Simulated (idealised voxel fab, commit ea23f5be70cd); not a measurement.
Process module, titled voxel self aligned contacts
Cross-section cut: width 210 nm, square cells of 5 nm.
Notation: cross-section as square-cell grid; stated in bands, top first, going down; one or more cell rows per band.
Within each band entry, the heights of the top and of the bottom of the band appear first, in that order and in nm; the materials of the band then follow from left to right, each with its corresponding width in nm. The designation "throughout" on a single material indicates that it fills the band from edge to edge; the designation "empty" indicates empty space.
For the purposes of this specification, 0 denotes the height below which the wafer in its as-received condition is composed wholly of one material, and the lowermost band, lacking a lower limit, extends downward without end, as expressed in "0 down".
A width given as "30 to 40" starts at the first number in the band's top row and ends at the second number in its bottom row, shifting by an equal amount at every step from row to row.
Reading "no modification" for a step: not a cell of the cross-section changed in it.
The label "Voids, sealed" introduces a list of the empty spaces, 8 cells or larger, that have no open way up to the top; each entry in it reads width x height at distance, where the distance is taken from the left edge and all three are stated in nm.
The remark found on a step's line after its settings is issued by the simulator itself and pertains to that step.
On any step carrying a mask, the "overlay nm" setting, if present on the step's line, tells how far right of its planned place the mask lay; negative values point to the left.

THE FOLLOWING LIST GIVES THE PLANNED PROCESS STEPS
step 1: RECEIVE, material Si
step 2: OXIDIZE, depth nm 5
step 3: DIRECTIONAL_DEP, material polySi, thk nm 25
step 4: DIRECTIONAL_DEP, material SiN, thk nm 20
step 5: PATTERN, tone cover, mask id GATE, material resist, width nm 30, pitch nm 55, thk nm 15, overlay nm 0
step 6: DIRECTIONAL_ETCH, etch materials SiN, depth nm 20
step 7: DIRECTIONAL_ETCH, etch materials polySi, depth nm 25
step 8: STRIP, etch materials resist
step 9: CONFORMAL_DEP, material SiN, thk nm 5
step 10: DIRECTIONAL_ETCH, etch materials SiN, depth nm 5
step 11: FILL_DEP, material SiO2, thk nm 15
step 12: CMP, height nm 55
step 13: PATTERN, tone open, mask id CONTACT, material resist, width nm 35, pitch nm 55, thk nm 15, overlay nm 0
step 14: DIRECTIONAL_ETCH, etch materials SiO2, depth nm 60
step 15: STRIP, etch materials resist
step 16: CONFORMAL_DEP, material TiN, thk nm 5
step 17: FILL_DEP, material W, thk nm 10
step 18: CMP, height nm 55
step 19: CONFORMAL_DEP, material SiCN, thk nm 5

THE FOLLOWING PERTAINS TO THE FIRST OF TWO WAFERS, WHICH WAS PROCESSED AS PLANNED

STEP 1 COMPLETE: CROSS-SECTION OF THE WAFER AS RECEIVED
	0 down | Si throughout
	Voids, sealed: none

STATE OF THE WAFER AFTER STEP 2, SHOWN IN CROSS-SECTION
	0 to -5 | SiO2 throughout
	Below -5 it's all the same as before, nothing changed down there.

STATE OF THE WAFER AFTER STEP 3, SHOWN IN CROSS-SECTION
	25 to 0 | polySi throughout
	Below 0 it's all the same as before, nothing changed down there.

STATE OF THE WAFER AFTER STEP 4, SHOWN IN CROSS-SECTION
	45 to 25 | SiN throughout
	Below 25 it's all the same as before, nothing changed down there.

STATE OF THE WAFER AFTER STEP 5, SHOWN IN CROSS-SECTION
	60 to 45 | 35 of empty, then 30 of resist, then 25 of empty, then 30 of resist, then 25 of empty, then 30 of resist, then 35 of empty
	Below 45 it's all the same as before, nothing changed down there.

STATE OF THE WAFER AFTER STEP 6, SHOWN IN CROSS-SECTION
	60 to 45 | 35 of empty, then 30 of resist, then 25 of empty, then 30 of resist, then 25 of empty, then 30 of resist, then 35 of empty
	45 to 25 | 35 of empty, then 30 of SiN, then 25 of empty, then 30 of SiN, then 25 of empty, then 30 of SiN, then 35 of empty
	Below 25 it's all the same as before, nothing changed down there.

STATE OF THE WAFER AFTER STEP 7, SHOWN IN CROSS-SECTION
	60 to 45 | 35 of empty, then 30 of resist, then 25 of empty, then 30 of resist, then 25 of empty, then 30 of resist, then 35 of empty
	45 to 25 | 35 of empty, then 30 of SiN, then 25 of empty, then 30 of SiN, then 25 of empty, then 30 of SiN, then 35 of empty
	25 to 0 | 35 of empty, then 30 of polySi, then 25 of empty, then 30 of polySi, then 25 of empty, then 30 of polySi, then 35 of empty
	Below 0 it's all the same as before, nothing changed down there.

STATE OF THE WAFER AFTER STEP 8, SHOWN IN CROSS-SECTION
	45 to 25 | 35 of empty, then 30 of SiN, then 25 of empty, then 30 of SiN, then 25 of empty, then 30 of SiN, then 35 of empty
	Below 25 it's all the same as before, nothing changed down there.

STATE OF THE WAFER AFTER STEP 9, SHOWN IN CROSS-SECTION
	50 to 25 | 30 of empty, then 40 of SiN, then 15 of empty, then 40 of SiN, then 15 of empty, then 40 of SiN, then 30 of empty
	25 to 5 | 30 of empty, then 5 of SiN, then 30 of polySi, then 5 of SiN, then 15 of empty, then 5 of SiN, then 30 of polySi, then 5 of SiN, then 15 of empty, then 5 of SiN, then 30 of polySi, then 5 of SiN, then 30 of empty
	5 to 0 | 35 of SiN, then 30 of polySi, then 25 of SiN, then 30 of polySi, then 25 of SiN, then 30 of polySi, then 35 of SiN
	Below 0 it's all the same as before, nothing changed down there.

STATE OF THE WAFER AFTER STEP 10, SHOWN IN CROSS-SECTION
	45 to 25 | 30 of empty, then 40 of SiN, then 15 of empty, then 40 of SiN, then 15 of empty, then 40 of SiN, then 30 of empty
	25 to 0 | 30 of empty, then 5 of SiN, then 30 of polySi, then 5 of SiN, then 15 of empty, then 5 of SiN, then 30 of polySi, then 5 of SiN, then 15 of empty, then 5 of SiN, then 30 of polySi, then 5 of SiN, then 30 of empty
	Below 0 it's all the same as before, nothing changed down there.

STATE OF THE WAFER AFTER STEP 11, SHOWN IN CROSS-SECTION
	60 to 45 | SiO2 throughout
	45 to 25 | 30 of SiO2, then 40 of SiN, then 15 of SiO2, then 40 of SiN, then 15 of SiO2, then 40 of SiN, then 30 of SiO2
	25 to 0 | 30 of SiO2, then 5 of SiN, then 30 of polySi, then 5 of SiN, then 15 of SiO2, then 5 of SiN, then 30 of polySi, then 5 of SiN, then 15 of SiO2, then 5 of SiN, then 30 of polySi, then 5 of SiN, then 30 of SiO2
	Below 0 it's all the same as before, nothing changed down there.

STATE OF THE WAFER AFTER STEP 12, SHOWN IN CROSS-SECTION
	55 to 45 | SiO2 throughout
	Below 45 it's all the same as before, nothing changed down there.

STATE OF THE WAFER AFTER STEP 13, SHOWN IN CROSS-SECTION
	70 to 55 | 60 of resist, then 35 of empty, then 20 of resist, then 35 of empty, then 60 of resist
	Below 55 it's all the same as before, nothing changed down there.

STATE OF THE WAFER AFTER STEP 14, SHOWN IN CROSS-SECTION
	70 to 55 | 60 of resist, then 35 of empty, then 20 of resist, then 35 of empty, then 60 of resist
	55 to 45 | 60 of SiO2, then 35 of empty, then 20 of SiO2, then 35 of empty, then 60 of SiO2
	45 to 25 | 30 of SiO2, then 40 of SiN, then 15 of empty, then 40 of SiN, then 15 of empty, then 40 of SiN, then 30 of SiO2
	25 to 0 | 30 of SiO2, then 5 of SiN, then 30 of polySi, then 5 of SiN, then 15 of empty, then 5 of SiN, then 30 of polySi, then 5 of SiN, then 15 of empty, then 5 of SiN, then 30 of polySi, then 5 of SiN, then 30 of SiO2
	0 to -5 | 70 of SiO2, then 15 of empty, then 40 of SiO2, then 15 of empty, then 70 of SiO2
	Below -5 it's all the same as before, nothing changed down there.

STATE OF THE WAFER AFTER STEP 15, SHOWN IN CROSS-SECTION
	55 to 45 | 60 of SiO2, then 35 of empty, then 20 of SiO2, then 35 of empty, then 60 of SiO2
	Below 45 it's all the same as before, nothing changed down there.

STATE OF THE WAFER AFTER STEP 16, SHOWN IN CROSS-SECTION
	60 to 55 | 65 of TiN, then 25 of empty, then 30 of TiN, then 25 of empty, then 65 of TiN
	55 to 45 | 60 of SiO2, then 5 to 15 of TiN, then 25 to 5 of empty, then 5 to 15 of TiN, then 20 of SiO2, then 5 to 15 of TiN, then 25 to 5 of empty, then 5 to 15 of TiN, then 60 of SiO2
	45 to 25 | 30 of SiO2, then 40 of SiN, then 5 of TiN, then 5 of empty, then 5 of TiN, then 40 of SiN, then 5 of TiN, then 5 of empty, then 5 of TiN, then 40 of SiN, then 30 of SiO2
	25 to 0 | 30 of SiO2, then 5 of SiN, then 30 of polySi, then 5 of SiN, then 5 of TiN, then 5 of empty, then 5 of TiN, then 5 of SiN, then 30 of polySi, then 5 of SiN, then 5 of TiN, then 5 of empty, then 5 of TiN, then 5 of SiN, then 30 of polySi, then 5 of SiN, then 30 of SiO2
	0 to -5 | 70 of SiO2, then 15 of TiN, then 40 of SiO2, then 15 of TiN, then 70 of SiO2
	Below -5 it's all the same as before, nothing changed down there.

STATE OF THE WAFER AFTER STEP 17, SHOWN IN CROSS-SECTION
	70 to 60 | W throughout
	60 to 55 | 65 of TiN, then 25 of W, then 30 of TiN, then 25 of W, then 65 of TiN
	55 to 45 | 60 of SiO2, then 5 to 15 of TiN, then 25 to 5 of W, then 5 to 15 of TiN, then 20 of SiO2, then 5 to 15 of TiN, then 25 to 5 of W, then 5 to 15 of TiN, then 60 of SiO2
	45 to 25 | 30 of SiO2, then 40 of SiN, then 5 of TiN, then 5 of W, then 5 of TiN, then 40 of SiN, then 5 of TiN, then 5 of W, then 5 of TiN, then 40 of SiN, then 30 of SiO2
	25 to 0 | 30 of SiO2, then 5 of SiN, then 30 of polySi, then 5 of SiN, then 5 of TiN, then 5 of W, then 5 of TiN, then 5 of SiN, then 30 of polySi, then 5 of SiN, then 5 of TiN, then 5 of W, then 5 of TiN, then 5 of SiN, then 30 of polySi, then 5 of SiN, then 30 of SiO2
	Below 0 it's all the same as before, nothing changed down there.

STATE OF THE WAFER AFTER STEP 18, SHOWN IN CROSS-SECTION
	55 to 45 | 60 of SiO2, then 5 to 15 of TiN, then 25 to 5 of W, then 5 to 15 of TiN, then 20 of SiO2, then 5 to 15 of TiN, then 25 to 5 of W, then 5 to 15 of TiN, then 60 of SiO2
	Below 45 it's all the same as before, nothing changed down there.

STATE OF THE WAFER AFTER STEP 19, SHOWN IN CROSS-SECTION
	60 to 55 | SiCN throughout
	Below 55 it's all the same as before, nothing changed down there.

SECOND WAFER, SAME STARTING CONDITIONS AND RECIPE AS THE FIRST, ONE MISTAKE IN EXECUTING IT, NOTHING DIFFERS FROM THE FIRST UP TO AND INCLUDING STEP 8

CROSS-SECTION OF THE SECOND WAFER AT THE TIME STEP 9 OF THE PLAN SHOULD HAVE ENDED
	40 to 25 | 35 of empty, then 30 of SiN, then 25 of empty, then 30 of SiN, then 25 of empty, then 30 of SiN, then 35 of empty
	Below 25 it's all the same as before, nothing changed down there.

CROSS-SECTION OF THE SECOND WAFER AT THE TIME STEP 10 OF THE PLAN SHOULD HAVE ENDED
	45 to 25 | 30 of empty, then 40 of SiN, then 15 of empty, then 40 of SiN, then 15 of empty, then 40 of SiN, then 30 of empty
	25 to 5 | 30 of empty, then 5 of SiN, then 30 of polySi, then 5 of SiN, then 15 of empty, then 5 of SiN, then 30 of polySi, then 5 of SiN, then 15 of empty, then 5 of SiN, then 30 of polySi, then 5 of SiN, then 30 of empty
	5 to 0 | 35 of SiN, then 30 of polySi, then 25 of SiN, then 30 of polySi, then 25 of SiN, then 30 of polySi, then 35 of SiN
	Below 0 it's all the same as before, nothing changed down there.

CROSS-SECTION OF THE SECOND WAFER AT THE TIME STEP 11 OF THE PLAN SHOULD HAVE ENDED
	60 to 45 | SiO2 throughout
	45 to 25 | 30 of SiO2, then 40 of SiN, then 15 of SiO2, then 40 of SiN, then 15 of SiO2, then 40 of SiN, then 30 of SiO2
	25 to 5 | 30 of SiO2, then 5 of SiN, then 30 of polySi, then 5 of SiN, then 15 of SiO2, then 5 of SiN, then 30 of polySi, then 5 of SiN, then 15 of SiO2, then 5 of SiN, then 30 of polySi, then 5 of SiN, then 30 of SiO2
	Below 5 it's all the same as before, nothing changed down there.

CROSS-SECTION OF THE SECOND WAFER AT THE TIME STEP 12 OF THE PLAN SHOULD HAVE ENDED
	55 to 45 | SiO2 throughout
	Below 45 it's all the same as before, nothing changed down there.

CROSS-SECTION OF THE SECOND WAFER AT THE TIME STEP 13 OF THE PLAN SHOULD HAVE ENDED
	70 to 55 | 60 of resist, then 35 of empty, then 20 of resist, then 35 of empty, then 60 of resist
	Below 55 it's all the same as before, nothing changed down there.

CROSS-SECTION OF THE SECOND WAFER AT THE TIME STEP 14 OF THE PLAN SHOULD HAVE ENDED
	70 to 55 | 60 of resist, then 35 of empty, then 20 of resist, then 35 of empty, then 60 of resist
	55 to 45 | 60 of SiO2, then 35 of empty, then 20 of SiO2, then 35 of empty, then 60 of SiO2
	45 to 25 | 30 of SiO2, then 40 of SiN, then 15 of empty, then 40 of SiN, then 15 of empty, then 40 of SiN, then 30 of SiO2
	25 to 5 | 30 of SiO2, then 5 of SiN, then 30 of polySi, then 5 of SiN, then 15 of empty, then 5 of SiN, then 30 of polySi, then 5 of SiN, then 15 of empty, then 5 of SiN, then 30 of polySi, then 5 of SiN, then 30 of SiO2
	Below 5 it's all the same as before, nothing changed down there.

CROSS-SECTION OF THE SECOND WAFER AT THE TIME STEP 15 OF THE PLAN SHOULD HAVE ENDED
	55 to 45 | 60 of SiO2, then 35 of empty, then 20 of SiO2, then 35 of empty, then 60 of SiO2
	Below 45 it's all the same as before, nothing changed down there.

CROSS-SECTION OF THE SECOND WAFER AT THE TIME STEP 16 OF THE PLAN SHOULD HAVE ENDED
	60 to 55 | 65 of TiN, then 25 of empty, then 30 of TiN, then 25 of empty, then 65 of TiN
	55 to 45 | 60 of SiO2, then 5 to 15 of TiN, then 25 to 5 of empty, then 5 to 15 of TiN, then 20 of SiO2, then 5 to 15 of TiN, then 25 to 5 of empty, then 5 to 15 of TiN, then 60 of SiO2
	45 to 25 | 30 of SiO2, then 40 of SiN, then 5 of TiN, then 5 of empty, then 5 of TiN, then 40 of SiN, then 5 of TiN, then 5 of empty, then 5 of TiN, then 40 of SiN, then 30 of SiO2
	25 to 10 | 30 of SiO2, then 5 of SiN, then 30 of polySi, then 5 of SiN, then 5 of TiN, then 5 of empty, then 5 of TiN, then 5 of SiN, then 30 of polySi, then 5 of SiN, then 5 of TiN, then 5 of empty, then 5 of TiN, then 5 of SiN, then 30 of polySi, then 5 of SiN, then 30 of SiO2
	10 to 5 | 30 of SiO2, then 5 of SiN, then 30 of polySi, then 5 of SiN, then 15 of TiN, then 5 of SiN, then 30 of polySi, then 5 of SiN, then 15 of TiN, then 5 of SiN, then 30 of polySi, then 5 of SiN, then 30 of SiO2
	Below 5 it's all the same as before, nothing changed down there.

CROSS-SECTION OF THE SECOND WAFER AT THE TIME STEP 17 OF THE PLAN SHOULD HAVE ENDED
	70 to 60 | W throughout
	60 to 55 | 65 of TiN, then 25 of W, then 30 of TiN, then 25 of W, then 65 of TiN
	55 to 45 | 60 of SiO2, then 5 to 15 of TiN, then 25 to 5 of W, then 5 to 15 of TiN, then 20 of SiO2, then 5 to 15 of TiN, then 25 to 5 of W, then 5 to 15 of TiN, then 60 of SiO2
	45 to 25 | 30 of SiO2, then 40 of SiN, then 5 of TiN, then 5 of W, then 5 of TiN, then 40 of SiN, then 5 of TiN, then 5 of W, then 5 of TiN, then 40 of SiN, then 30 of SiO2
	25 to 10 | 30 of SiO2, then 5 of SiN, then 30 of polySi, then 5 of SiN, then 5 of TiN, then 5 of W, then 5 of TiN, then 5 of SiN, then 30 of polySi, then 5 of SiN, then 5 of TiN, then 5 of W, then 5 of TiN, then 5 of SiN, then 30 of polySi, then 5 of SiN, then 30 of SiO2
	Below 10 it's all the same as before, nothing changed down there.

CROSS-SECTION OF THE SECOND WAFER AT THE TIME STEP 18 OF THE PLAN SHOULD HAVE ENDED
	55 to 45 | 60 of SiO2, then 5 to 15 of TiN, then 25 to 5 of W, then 5 to 15 of TiN, then 20 of SiO2, then 5 to 15 of TiN, then 25 to 5 of W, then 5 to 15 of TiN, then 60 of SiO2
	Below 45 it's all the same as before, nothing changed down there.

CROSS-SECTION OF THE SECOND WAFER AT THE TIME STEP 19 OF THE PLAN SHOULD HAVE ENDED
	60 to 55 | SiCN throughout
	Below 55 it's all the same as before, nothing changed down there.
what went wrong: it was found that steps 9 and 10 of the process plan had been performed in exchanged positions
Heads up, by the end the second wafer has more or fewer cells of some materials compared to the first: SiN +18; SiO2 -6; TiN -8; W -4
